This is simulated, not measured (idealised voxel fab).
process module | voxel self aligned vias
cross-section cut | 300 nm wide | cells 5 nm
A cross-section is a grid of square cells, given in bands from the top down. A band is one or more rows of cells.
Each band's line starts with the height of the band's top and of its bottom, in nm. Then come its materials from left to right, each with its width in nm. One material with "throughout" fills the band from edge to edge. "air" is empty space.
Height 0 is the level under which the wafer as received is all one material. The lowest band goes on downwards, as in "0 down".
A width such as "30 to 40" changes by the same amount from each row of cells to the next, from the band's top row to its bottom row.
"no change" after a step means that no cell of the cross-section changed.
closed voids: empty space of 8 cells or more with no open way to the top, each as width x height at its distance from the left edge, in nm
after a step's settings: what the simulator itself notes on the step
overlay nm, on a step with a mask: how far to the right of its planned place the mask lay; to the left if negative
plan
1 op RECEIVE | material Si
2 op CONFORMAL_DEP | material SiO2 | thk nm 15
3 op CONFORMAL_DEP | material SiCN | thk nm 5
4 op DIRECTIONAL_DEP | material SiO2 | thk nm 25
5 op PATTERN | tone open | mask id LINES | material resist | width nm 20 | pitch nm 60 | thk nm 15 | overlay nm 0
6 op DIRECTIONAL_ETCH | etch materials SiO2 | depth nm 25
7 op STRIP | etch materials resist
8 op CONFORMAL_DEP | material TiN | thk nm 5
9 op FILL_DEP | material W | thk nm 10
10 op CMP | height nm 45
11 op SELECTIVE_ETCH | etch materials W Ru TiN | depth nm 5
12 op FILL_DEP | material SiN | thk nm 5
13 op CMP | height nm 45
14 op DIRECTIONAL_DEP | material SiO2 | thk nm 20
15 op DIRECTIONAL_DEP | material aC | thk nm 10
16 op PATTERN | tone open | mask id VIAS | material resist | width nm 40 | pitch nm 60 | thk nm 30 | overlay nm 0
17 op DIRECTIONAL_ETCH | etch materials aC | depth nm 10
18 op STRIP | etch materials resist
19 op DIRECTIONAL_ETCH | etch materials SiO2 | depth nm 20
20 op DIRECTIONAL_ETCH | etch materials SiN | depth nm 5
21 op STRIP | etch materials aC
22 op CONFORMAL_DEP | material TiN | thk nm 5
23 op FILL_DEP | material Ru | thk nm 10
24 op CMP | height nm 65
25 op CONFORMAL_DEP | material SiN | thk nm 5
as received, after step 1
  0 down: Si throughout
  closed voids: none
a wafer at the end: this start, this plan, one mistake
  70 to 65: SiN throughout
  65 to 50: SiO2 70 | TiN 5 | SiN 30 | TiN 5 | SiO2 20 | TiN 5 | SiN 30 | TiN 5 | SiO2 20 | TiN 5 | SiN 30 | TiN 5 | SiO2 70
  50 to 45: SiO2 70 | TiN 15 | SiN 10 | TiN 15 | SiO2 20 | TiN 15 | SiN 10 | TiN 15 | SiO2 20 | TiN 15 | SiN 10 | TiN 15 | SiO2 70
  45 to 40: SiO2 80 | TiN 20 | SiO2 40 | TiN 20 | SiO2 40 | TiN 20 | SiO2 80
  40 to 25: SiO2 80 | TiN 5 | W 10 | TiN 5 | SiO2 40 | TiN 5 | W 10 | TiN 5 | SiO2 40 | TiN 5 | W 10 | TiN 5 | SiO2 80
  25 to 20: SiO2 80 | TiN 20 | SiO2 40 | TiN 20 | SiO2 40 | TiN 20 | SiO2 80
  20 to 15: SiCN throughout
  15 to 0: SiO2 throughout
  0 down: Si throughout
  closed voids: none
what went wrong: step 23 ran as: op FILL_DEP | material SiN | thk nm 10
